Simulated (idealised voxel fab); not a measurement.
Process module heading - voxel lift off
For reference, the cross-section in this document is cut, with width 275 nm and square cells of 5 nm.
Cross-section, as written here: a square-cell grid given band by band from the top down, where a band holds one or more rows of cells.
Each band's line starts with the height of the band's top and of its bottom, in nm. Then come its materials from left to right, each with its width in nm. One material with "throughout" fills the band from edge to edge. "empty" is empty space.
Heights from 0 (as-received wafer is one material below). Bottom band endless downward, as "0 nm and below".
The width entry "30->40" should be interpreted row by row: the top row of cells in the band takes the first number, the bottom row takes the second number, and the change between adjacent rows is uniform throughout.
Any step labelled "changes: none" changed none of the cells in the cross-section.
You'll see "Non-vented voids" listing empty spaces that have no way open to the top, as long as they're 8 cells or more; the notation is width x height at distance, where the distance is from the left edge, and all of it is in nm.
On each step's line, the part that comes after the settings is the simulator's own comment on the step.
overlay nm: mask right of planned place by this much (step with mask). Neg. = left.
The planned process steps are enumerated hereunder:
1) RECEIVE, material Si
2) CONFORMAL_DEP, material SiN, thk nm 15
3) PATTERN, tone open, mask id LINES, material resist, width nm 30, pitch nm 50, thk nm 15, overlay nm 0
4) DIRECTIONAL_DEP, material Ru, thk nm 5
5) STRIP, etch materials resist
6) CONFORMAL_DEP, material SiN, thk nm 10
So this is the incoming wafer in cross-section - it's already been through step 1:
    0 nm and below = Si throughout
    Non-vented voids: none
Figure: cross-sectional view of the wafer upon completion of the module, processed from the initial state and according to the plan depicted above, with one error introduced during execution:
    30 nm to 25 nm = empty: 70 / SiN: 150 / empty: 55
    25 nm to 20 nm = SiN throughout
    20 nm to 15 nm = SiN: 80 / Ru: 30 / SiN: 20 / Ru: 30 / SiN: 20 / Ru: 30 / SiN: 65
    15 nm to 0 nm = SiN throughout
    0 nm and below = Si throughout
    Non-vented voids: none
It is concluded that the wafer was processed incorrectly with respect to the plan, in that for step 3, the planned setting was not used; the step was instead run as PATTERN, tone open, mask id LINES, material resist, width nm 30, pitch nm 50, thk nm 15, overlay nm 10
